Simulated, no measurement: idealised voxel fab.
process module | voxel self aligned contacts
cross-section cut | 270 nm wide | cells 5 nm
A cross-section is a grid of square cells, given in bands from the top down. A band is one or more rows of cells.
Each band's line starts with the height of the band's top and of its bottom, in nm. Then come its materials from left to right, each with its width in nm. One material with "throughout" fills the band from edge to edge. "air" is empty space.
Height 0 is the level under which the wafer as received is all one material. The lowest band goes on downwards, as in "0 down".
A width such as "30 to 40" changes by the same amount from each row of cells to the next, from the band's top row to its bottom row.
"no change" after a step means that no cell of the cross-section changed.
closed voids: empty space of 8 cells or more with no open way to the top, each as width x height at its distance from the left edge, in nm
after a step's settings: what the simulator itself notes on the step
overlay nm, on a step with a mask: how far to the right of its planned place the mask lay; to the left if negative
plan
1 op RECEIVE | material Si
2 op OXIDIZE | depth nm 5
3 op DIRECTIONAL_DEP | material polySi | thk nm 30
4 op DIRECTIONAL_DEP | material SiN | thk nm 20
5 op DIRECTIONAL_DEP | material aC | thk nm 10
6 op PATTERN | tone cover | mask id GATE | material resist | width nm 35 | pitch nm 70 | thk nm 25 | overlay nm 0
7 op DIRECTIONAL_ETCH | etch materials aC | depth nm 10
8 op STRIP | etch materials resist
9 op DIRECTIONAL_ETCH | etch materials SiN | depth nm 20
10 op DIRECTIONAL_ETCH | etch materials polySi | depth nm 30
11 op STRIP | etch materials aC
12 op CONFORMAL_DEP | material SiN | thk nm 10
13 op DIRECTIONAL_ETCH | etch materials SiN | depth nm 10
14 op FILL_DEP | material SiO2 | thk nm 15
15 op CMP | height nm 60
16 op PATTERN | tone open | mask id CONTACT | material resist | width nm 45 | pitch nm 70 | thk nm 15 | overlay nm -15
17 op DIRECTIONAL_ETCH | etch materials SiO2 | depth nm 65
18 op STRIP | etch materials resist
19 op CONFORMAL_DEP | material TiN | thk nm 5
20 op FILL_DEP | material Ru | thk nm 5
21 op CMP | height nm 60
22 op CONFORMAL_DEP | material SiN | thk nm 5
varied across the wafers: overlay nm of step 16. The plan shows the first wafer's value. All wafers start alike
first wafer as received, after step 1
  0 down: Si throughout
  closed voids: none
first wafer at the end, after step 22
  65 to 60: SiN throughout
  60 to 50: SiO2 60 | TiN 5 to 35 | Ru 35 to 5 | TiN 5 | SiO2 25 | TiN 5 to 35 | Ru 35 to 5 | TiN 5 | SiO2 95
  50 to 30: SiO2 35 | SiN 55 | TiN 5 | Ru 5 | TiN 5 | SiN 55 | TiN 5 | Ru 5 | TiN 5 | SiN 55 | SiO2 40
  30 to 0: SiO2 35 | SiN 10 | polySi 35 | SiN 10 | TiN 5 | Ru 5 | TiN 5 | SiN 10 | polySi 35 | SiN 10 | TiN 5 | Ru 5 | TiN 5 | SiN 10 | polySi 35 | SiN 10 | SiO2 40
  0 to -5: SiO2 90 | TiN 15 | SiO2 55 | TiN 15 | SiO2 95
  -5 down: Si throughout
  closed voids: none
last wafer at the end
  65 to 60: SiN throughout
  60 to 50: SiO2 90 | TiN 5 | Ru 35 to 5 | TiN 5 to 35 | SiO2 25 | TiN 5 | Ru 35 to 5 | TiN 5 to 35 | SiO2 65
  50 to 30: SiO2 35 | SiN 55 | TiN 5 | Ru 5 | TiN 5 | SiN 55 | TiN 5 | Ru 5 | TiN 5 | SiN 55 | SiO2 40
  30 to 0: SiO2 35 | SiN 10 | polySi 35 | SiN 10 | TiN 5 | Ru 5 | TiN 5 | SiN 10 | polySi 35 | SiN 10 | TiN 5 | Ru 5 | TiN 5 | SiN 10 | polySi 35 | SiN 10 | SiO2 40
  0 to -5: SiO2 90 | TiN 15 | SiO2 55 | TiN 15 | SiO2 95
  -5 down: Si throughout
  closed voids: none
each wafer at the end: cells of each material gained (+) or lost (-) since it was received, then its closed voids
overlay nm -15 | +36 Ru | -54 Si | +258 SiN | +270 SiO2 | +66 TiN | +126 polySi | closed voids: none
overlay nm -10 | +36 Ru | -54 Si | +258 SiN | +270 SiO2 | +66 TiN | +126 polySi | closed voids: none
overlay nm -5 | +36 Ru | -54 Si | +258 SiN | +270 SiO2 | +66 TiN | +126 polySi | closed voids: none
overlay nm 0 | +36 Ru | -54 Si | +258 SiN | +270 SiO2 | +66 TiN | +126 polySi | closed voids: none
overlay nm 5 | +36 Ru | -54 Si | +258 SiN | +270 SiO2 | +66 TiN | +126 polySi | closed voids: none
overlay nm 10 | +36 Ru | -54 Si | +258 SiN | +270 SiO2 | +66 TiN | +126 polySi | closed voids: none
overlay nm 15 | +36 Ru | -54 Si | +258 SiN | +270 SiO2 | +66 TiN | +126 polySi | closed voids: none
